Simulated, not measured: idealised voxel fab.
process module | voxel wiring stack
cross-section cut | 155 nm wide | cells 5 nm
A cross-section is a grid of square cells, given in bands from the top down. A band is one or more rows of cells.
Each band's line starts with the height of the band's top and of its bottom, in nm. Then come its materials from left to right, each with its width in nm. One material with "throughout" fills the band from edge to edge. "air" is empty space.
Height 0 is the level under which the wafer as received is all one material. The lowest band goes on downwards, as in "0 down".
A width such as "30 to 40" changes by the same amount from each row of cells to the next, from the band's top row to its bottom row.
"no change" after a step means that no cell of the cross-section changed.
closed voids: empty space of 8 cells or more with no open way to the top, each as width x height at its distance from the left edge, in nm
after a step's settings: what the simulator itself notes on the step
overlay nm, on a step with a mask: how far to the right of its planned place the mask lay; to the left if negative
plan
1 op RECEIVE | material Si
2 op CONFORMAL_DEP | material SiO2 | thk nm 15
3 op DIRECTIONAL_DEP | material TiN | thk nm 5
4 op DIRECTIONAL_DEP | material W | thk nm 20
5 op PATTERN | tone cover | mask id METAL_1 | material resist | width nm 20 | pitch nm 50 | thk nm 20 | overlay nm 0
6 op DIRECTIONAL_ETCH | etch materials W | depth nm 20
7 op DIRECTIONAL_ETCH | etch materials TiN | depth nm 5
8 op STRIP | etch materials resist
9 op CONFORMAL_DEP | material SiCN | thk nm 5
10 op FILL_DEP | material lowk | thk nm 10
11 op CMP | height nm 40
12 op CONFORMAL_DEP | material SiCN | thk nm 5
13 op DIRECTIONAL_DEP | material SiO2 | thk nm 35
14 op DIRECTIONAL_DEP | material aC | thk nm 10
15 op PATTERN | tone open | mask id METAL_2 | material resist | width nm 20 | pitch nm 50 | thk nm 25 | overlay nm 0
16 op DIRECTIONAL_ETCH | etch materials aC | depth nm 10
17 op STRIP | etch materials resist
18 op DIRECTIONAL_ETCH | etch materials SiO2 | depth nm 20
19 op STRIP | etch materials aC
20 op PATTERN | tone open | mask id METAL_2_HOLES | material resist | width nm 15 | thk nm 20 | overlay nm 0
21 op DIRECTIONAL_ETCH | etch materials SiO2 | depth nm 15
22 op DIRECTIONAL_ETCH | etch materials SiCN | depth nm 5
23 op STRIP | etch materials resist
24 op CONFORMAL_DEP | material TiN | thk nm 5
25 op FILL_DEP | material Cu | thk nm 10
26 op CMP | height nm 80
27 op CONFORMAL_DEP | material SiN | thk nm 5
as received, after step 1
  0 down: Si throughout
  closed voids: none
first wafer at the end, as planned
  85 to 80: SiN throughout
  80 to 65: SiO2 40 | TiN 5 | Cu 10 | TiN 5 | SiO2 30 | TiN 5 | Cu 10 | TiN 5 | SiO2 45
  65 to 60: SiO2 40 | TiN 5 | Cu 5 | TiN 10 | SiO2 30 | TiN 20 | SiO2 45
  60 to 45: SiO2 40 | TiN 5 | Cu 5 | TiN 5 | SiO2 100
  45 to 40: SiCN 40 | TiN 15 | SiCN 100
  40 to 20: lowk 35 | SiCN 5 | W 20 | SiCN 5 | lowk 20 | SiCN 5 | W 20 | SiCN 5 | lowk 40
  20 to 15: SiCN 40 | TiN 20 | SiCN 30 | TiN 20 | SiCN 45
  15 to 0: SiO2 throughout
  0 down: Si throughout
  closed voids: none
second wafer at the end: like start, like plan, one mistake
  85 to 80: SiO2 throughout
  80 to 65: SiO2 40 | TiN 5 | Cu 10 | TiN 5 | SiO2 30 | TiN 5 | Cu 10 | TiN 5 | SiO2 45
  65 to 60: SiO2 40 | TiN 5 | Cu 5 | TiN 10 | SiO2 30 | TiN 20 | SiO2 45
  60 to 45: SiO2 40 | TiN 5 | Cu 5 | TiN 5 | SiO2 100
  45 to 40: SiCN 40 | TiN 15 | SiCN 100
  40 to 20: lowk 35 | SiCN 5 | W 20 | SiCN 5 | lowk 20 | SiCN 5 | W 20 | SiCN 5 | lowk 40
  20 to 15: SiCN 40 | TiN 20 | SiCN 30 | TiN 20 | SiCN 45
  15 to 0: SiO2 throughout
  0 down: Si throughout
  closed voids: none
what went wrong: step 27 ran as: op CONFORMAL_DEP | material SiO2 | thk nm 5
at the end the second wafer has, in cells: 31 fewer of SiN | 31 more of SiO2
